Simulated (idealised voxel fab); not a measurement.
The name of this process module is voxel self aligned contacts.
215 nm wide, 5 nm square cells: that's cross-section cut.
If you're reading a cross-section in this doc, picture square cells in a grid; it comes to you as bands, top ones listed first down to the bottom, and a band can be one or more rows of cells. Within each band entry, the heights of the top and of the bottom of the band appear first, in that order and in nm; the materials of the band then follow from left to right, each with its corresponding width in nm. The designation "throughout" on a single material indicates that it fills the band from edge to edge; the designation "blank" indicates empty space. Basically, 0 is our baseline, since under it the wafer straight out of the box is all one material. The bottom band has no lower end and keeps on going down, so it looks like "0..down". Quick explanation for "30 to 40": the width changes in equal steps down the rows of cells, from the first number in the band's top row to the second number in its bottom row. "remained unchanged" for a step: no cell of the cross-section changed in that step. Enclosed voids (no open way to top), threshold 8 cells or more, entry "Fully closed voids", notation width x height at distance, distance from left edge, nm. Step line, after settings: the simulator's comment on this step. A step line may carry the setting "overlay nm", which, for steps involving a mask, states the distance by which the mask lay to the right of its intended position; negative values denote displacement to the left.

Planned process steps
- 1: RECEIVE with material Si
- 2: OXIDIZE with depth nm 5
- 3: DIRECTIONAL_DEP with material polySi, thk nm 25
- 4: DIRECTIONAL_DEP with material SiN, thk nm 20
- 5: DIRECTIONAL_DEP with material aC, thk nm 10
- 6: PATTERN with tone cover, mask id GATE, material resist, width nm 25, pitch nm 50, thk nm 30, overlay nm 0
- 7: DIRECTIONAL_ETCH with etch materials aC, depth nm 10
- 8: STRIP with etch materials resist
- 9: DIRECTIONAL_ETCH with etch materials SiN, depth nm 20
- 10: DIRECTIONAL_ETCH with etch materials polySi, depth nm 25
- 11: STRIP with etch materials aC
- 12: CONFORMAL_DEP with material SiN, thk nm 5
- 13: DIRECTIONAL_ETCH with etch materials SiN, depth nm 5
- 14: FILL_DEP with material SiO2, thk nm 10
- 15: CMP with height nm 50
- 16: MASKED_ETCH with tone open, mask id CONTACT, width nm 35, etch materials SiO2, depth nm 55, overlay nm 0
- 17: CONFORMAL_DEP with material TiN, thk nm 5
- 18: FILL_DEP with material Ru, thk nm 5
- 19: CMP with height nm 50
- 20: CONFORMAL_DEP with material SiN, thk nm 5

Cross-section of the wafer as it came to us, i.e., already through step 1
	0..down  Si throughout
	Fully closed voids: none

End-of-module cross-section. Starting structure and process plan as above; one mistake made in running it
	55..50  SiN throughout
	50..45  SiO2: 65  SiN: 35  TiN: 15  SiN: 35  SiO2: 65
	45..25  SiN throughout
	25..0  polySi throughout
	0..-5  SiO2 throughout
	-5..down  Si throughout
	Fully closed voids: none
Where did the run depart from the plan? step 4 in the plan was executed twice
